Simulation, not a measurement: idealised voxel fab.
The document below concerns the process module designated voxel transistor to metal.
cross-section cut | 205 nm wide | cells 5 nm
If you're reading a cross-section in this doc, picture square cells in a grid; it comes to you as bands, top ones listed first down to the bottom, and a band can be one or more rows of cells. First you get the band's top height and its bottom height, in nm, and then the materials it's made of, left to right, with each width in nm. If you see a single material with "throughout", that one covers the band edge to edge. "blank" is empty space. The level at which height equals 0 is the one under which the wafer, as it arrives, is entirely one material. No lower edge exists for the bottom band, which continues downward and is notated as in "top 0, no bottom". Top row gets the first number, bottom row gets the second, and each row in between changes by the same step: that is how a band width like "30 to 40" works. A step reported as "no alteration" is a step in which no cell of the cross-section changed. Empty spaces without an open route to the top, at least 8 cells in extent, make up the entry "Unvented voids"; each is given as width x height at distance, where the distance is measured from the left edge, and all are in nm. On a step's line, text after the settings is the simulator commenting on that step. Among the settings permitted on a step's line is "overlay nm"; applied to a step with a mask, it specifies the extent to which the mask lay to the right of its planned position, whereas a negative figure signifies a position to the left.

PROCESS STEPS (PLANNED)
1: RECEIVE [material Si]
2: CONFORMAL_DEP [material SiO2] [thk nm 5]
3: CONFORMAL_DEP [material SiN] [thk nm 15]
4: DIRECTIONAL_DEP [material aC] [thk nm 15]
5: PATTERN [tone cover] [mask id ACTIVE] [material resist] [width nm 115] [thk nm 35] [overlay nm 0]
6: DIRECTIONAL_ETCH [etch materials aC] [depth nm 15]
7: STRIP [etch materials resist]
8: DIRECTIONAL_ETCH [etch materials SiN] [depth nm 15]
9: DIRECTIONAL_ETCH [etch materials SiO2] [depth nm 5]
10: DIRECTIONAL_ETCH [etch materials Si] [depth nm 30]
11: STRIP [etch materials aC]
12: OXIDIZE [depth nm 5]
13: FILL_DEP [material SiO2] [thk nm 5]
14: CMP [height nm 20]
15: SELECTIVE_ETCH [etch materials SiO2] [depth nm 15]
16: STRIP [etch materials SiN]
17: SELECTIVE_ETCH [etch materials SiO2] [depth nm 5]
18: OXIDIZE [depth nm 5]
19: DIRECTIONAL_DEP [material polySi] [thk nm 20]
20: DIRECTIONAL_DEP [material SiCN] [thk nm 15]
21: PATTERN [tone cover] [mask id GATE] [material resist] [width nm 25] [thk nm 20] [overlay nm 0]
22: DIRECTIONAL_ETCH [etch materials SiCN] [depth nm 25]
23: DIRECTIONAL_ETCH [etch materials polySi] [depth nm 30]
24: STRIP [etch materials resist]
25: CONFORMAL_DEP [material SiO2] [thk nm 5]
26: DIRECTIONAL_ETCH [etch materials SiO2] [depth nm 5]
27: CONFORMAL_DEP [material SiN] [thk nm 5]
28: DIRECTIONAL_ETCH [etch materials SiN] [depth nm 5]
29: DIRECTIONAL_ETCH [etch materials SiO2] [depth nm 5]
30: DIRECTIONAL_ETCH [etch materials Si] [depth nm 10]
31: EPI [material pSi] [thk nm 15]
32: FILL_DEP [material SiO2] [thk nm 5]
33: CMP [height nm 35]
34: DIRECTIONAL_DEP [material SiO2] [thk nm 15]
35: PATTERN [tone open] [mask id CONTACT] [material resist] [width nm 20] [pitch nm 75] [thk nm 20] [overlay nm 0]
36: DIRECTIONAL_ETCH [etch materials SiO2] [depth nm 50]
37: STRIP [etch materials resist]
38: CONFORMAL_DEP [material TiN] [thk nm 5]
39: FILL_DEP [material Ru] [thk nm 5]
40: CMP [height nm 50]
41: CONFORMAL_DEP [material SiN] [thk nm 5]
42: DIRECTIONAL_DEP [material lowk] [thk nm 15]
43: PATTERN [tone open] [mask id METAL_1] [material resist] [width nm 20] [pitch nm 75] [thk nm 15] [overlay nm 0]
44: DIRECTIONAL_ETCH [etch materials lowk] [depth nm 15]
45: DIRECTIONAL_ETCH [etch materials SiN] [depth nm 5]
46: STRIP [etch materials resist]
47: CONFORMAL_DEP [material TiN] [thk nm 5]
48: FILL_DEP [material W] [thk nm 5]
49: CMP [height nm 70]
50: CONFORMAL_DEP [material SiN] [thk nm 5]

CROSS-SECTION OF THE WAFER AS IT CAME TO US, I.E., ALREADY THROUGH STEP 1
- top 0, no bottom = Si throughout
- Unvented voids: none

RUN AS PLANNED - FIRST OF THE TWO WAFERS CROSS-SECTIONED AT THE END OF THE MODULE
- top 75, bottom 70 = SiN throughout
- top 70, bottom 55 = 55 of lowk, 5 of TiN, 10 of W, 5 of TiN, 55 of lowk, 5 of TiN, 10 of W, 5 of TiN, 55 of lowk
- top 55, bottom 50 = 55 of SiN, 20 of TiN, 55 of SiN, 20 of TiN, 55 of SiN
- top 50, bottom 35 = 55 of SiO2, 5 of TiN, 10 of Ru, 5 of TiN, 55 of SiO2, 5 of TiN, 10 of Ru, 5 of TiN, 55 of SiO2
- top 35, bottom 20 = 55 of SiO2, 5 of TiN, 10 of Ru, 5 of TiN, 5 of SiO2, 5 of SiN, 5 of SiO2, 25 of SiCN, 5 of SiO2, 5 of SiN, 5 of SiO2, 5 of TiN, 10 of Ru, 5 of TiN, 55 of SiO2
- top 20, bottom 15 = 55 of SiO2, 5 of TiN, 10 of Ru, 5 of TiN, 5 of SiO2, 5 of SiN, 5 of SiO2, 25 of polySi, 5 of SiO2, 5 of SiN, 5 of SiO2, 5 of TiN, 10 of Ru, 5 of TiN, 55 of SiO2
- top 15, bottom 10 = 55 of SiO2, 20 of TiN, 5 of SiO2, 5 of SiN, 5 of SiO2, 25 of polySi, 5 of SiO2, 5 of SiN, 5 of SiO2, 20 of TiN, 55 of SiO2
- top 10, bottom 0 = 55 of SiO2, 10 of TiN, 15 of pSi, 5 of SiN, 5 of SiO2, 25 of polySi, 5 of SiO2, 5 of SiN, 15 of pSi, 10 of TiN, 55 of SiO2
- top 0, bottom -5 = 45 of SiO2, 35 of pSi, 45 of SiO2, 35 of pSi, 45 of SiO2
- top -5, bottom -15 = 50 of SiO2, 30 of pSi, 45 of Si, 30 of pSi, 50 of SiO2
- top -15, bottom -35 = 50 of SiO2, 105 of Si, 50 of SiO2
- top -35, no bottom = Si throughout
- Unvented voids: none

THIS IS THE SECOND OF THE TWO WAFERS, CROSS-SECTIONED AT THE END OF THE MODULE; IT STARTED EXACTLY LIKE THE FIRST AND WAS GIVEN THE SAME PLAN, BUT IT WAS RUN WITH ONE MISTAKE
- top 75, bottom 70 = SiN throughout
- top 70, bottom 55 = 55 of lowk, 5 of TiN, 15 of W, 5 of TiN, 50 of lowk, 5 of TiN, 15 of W, 5 of TiN, 50 of lowk
- top 55, bottom 50 = 55 of SiN, 25 of TiN, 50 of SiN, 25 of TiN, 50 of SiN
- top 50, bottom 35 = 55 of SiO2, 5 of TiN, 10 of Ru, 5 of TiN, 55 of SiO2, 5 of TiN, 10 of Ru, 5 of TiN, 55 of SiO2
- top 35, bottom 20 = 55 of SiO2, 5 of TiN, 10 of Ru, 5 of TiN, 5 of SiO2, 5 of SiN, 5 of SiO2, 25 of SiCN, 5 of SiO2, 5 of SiN, 5 of SiO2, 5 of TiN, 10 of Ru, 5 of TiN, 55 of SiO2
- top 20, bottom 15 = 55 of SiO2, 5 of TiN, 10 of Ru, 5 of TiN, 5 of SiO2, 5 of SiN, 5 of SiO2, 25 of polySi, 5 of SiO2, 5 of SiN, 5 of SiO2, 5 of TiN, 10 of Ru, 5 of TiN, 55 of SiO2
- top 15, bottom 10 = 55 of SiO2, 20 of TiN, 5 of SiO2, 5 of SiN, 5 of SiO2, 25 of polySi, 5 of SiO2, 5 of SiN, 5 of SiO2, 20 of TiN, 55 of SiO2
- top 10, bottom 0 = 55 of SiO2, 10 of TiN, 15 of pSi, 5 of SiN, 5 of SiO2, 25 of polySi, 5 of SiO2, 5 of SiN, 15 of pSi, 10 of TiN, 55 of SiO2
- top 0, bottom -5 = 45 of SiO2, 35 of pSi, 45 of SiO2, 35 of pSi, 45 of SiO2
- top -5, bottom -15 = 50 of SiO2, 30 of pSi, 45 of Si, 30 of pSi, 50 of SiO2
- top -15, bottom -35 = 50 of SiO2, 105 of Si, 50 of SiO2
- top -35, no bottom = Si throughout
- Unvented voids: none
Where did the run depart from the plan? rather than as planned, step 43 actually ran as PATTERN [tone open] [mask id METAL_1] [material resist] [width nm 25] [pitch nm 75] [thk nm 15] [overlay nm 0]
Cell-count delta at end, second wafer over first, by material: SiN -2; TiN +2; W +6; lowk -6
